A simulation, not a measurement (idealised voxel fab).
This is a process module. Its name is voxel released beams.
Xsec cut, 245 nm wide, square cell size 5 nm.
Reading order for cross-sections: top band down to bottom band. Underlying form: a grid of square cells. Band size: one or more rows of cells.
A band entry consists of two parts. The first gives the height of the band's top and the height of its bottom, in nm. The rest lists the band's materials from left to right, each with its width in nm. A single material labelled with the word "everywhere" fills the band from edge to edge, and the word "air" marks empty space.
Where do heights start? At 0: under that level the wafer as delivered is made of one material only. And the lowest band has no floor; it just carries on downward, as in "from 0 down".
The two numbers in a width such as "30 to 40" mark its ends across the band: the first belongs to the top row of cells, the second to the bottom row, and from each row to the next the width moves by the same amount.
"everything unchanged" (step): cross-section cells unchanged, all of them.
In the "Enclosed void list" entry, you get each enclosed empty space of 8 cells or more, one with no open way to the top, written width x height at distance, distance from the left edge, in nm.
Past the settings on a step's line: simulator remark, on that step.
Among the settings permitted on a step's line is "overlay nm"; applied to a step with a mask, it specifies the extent to which the mask lay to the right of its planned position, whereas a negative figure signifies a position to the left.
Here's what the planned process steps look like:
| 1 | RECEIVE, material Si |
| 2 | CONFORMAL_DEP, material Al2O3, thk nm 10 |
| 3 | DIRECTIONAL_DEP, material SiO2, thk nm 15 |
| 4 | PATTERN, tone open, mask id ANCHOR, material resist, width nm 35, thk nm 15, overlay nm 0 |
| 5 | DIRECTIONAL_ETCH, etch materials SiO2, depth nm 15 |
| 6 | STRIP, etch materials resist |
| 7 | CONFORMAL_DEP, material SiN, thk nm 10 |
| 8 | PATTERN, tone cover, mask id BEAM, material resist, width nm 95, thk nm 20, overlay nm 0 |
| 9 | DIRECTIONAL_ETCH, etch materials SiN, depth nm 10 |
| 10 | STRIP, etch materials resist |
| 11 | STRIP, etch materials SiO2 |
Cross-section: wafer on arrival = after step 1:
    from 0 down: Si everywhere
    Enclosed void list: none
Below is the wafer in cross-section after the module was completed. It began from the starting point shown above and followed the plan shown above, except that one mistake was made while running it:
    from 35 to 25: air (70)  SiN (15)  air (15)  SiN (70)  air (75)
    from 25 to 20: air (75)  SiN (10)  air (15)  SiN (10)  air (135)
    from 20 to 10: air (75)  SiN (35)  air (135)
    from 10 to 0: Al2O3 everywhere
    from 0 down: Si everywhere
    Enclosed void list: none
Deviation from plan: step 8 deviated from plan and actually ran as PATTERN, tone cover, mask id BEAM, material resist, width nm 100, thk nm 20, overlay nm 0
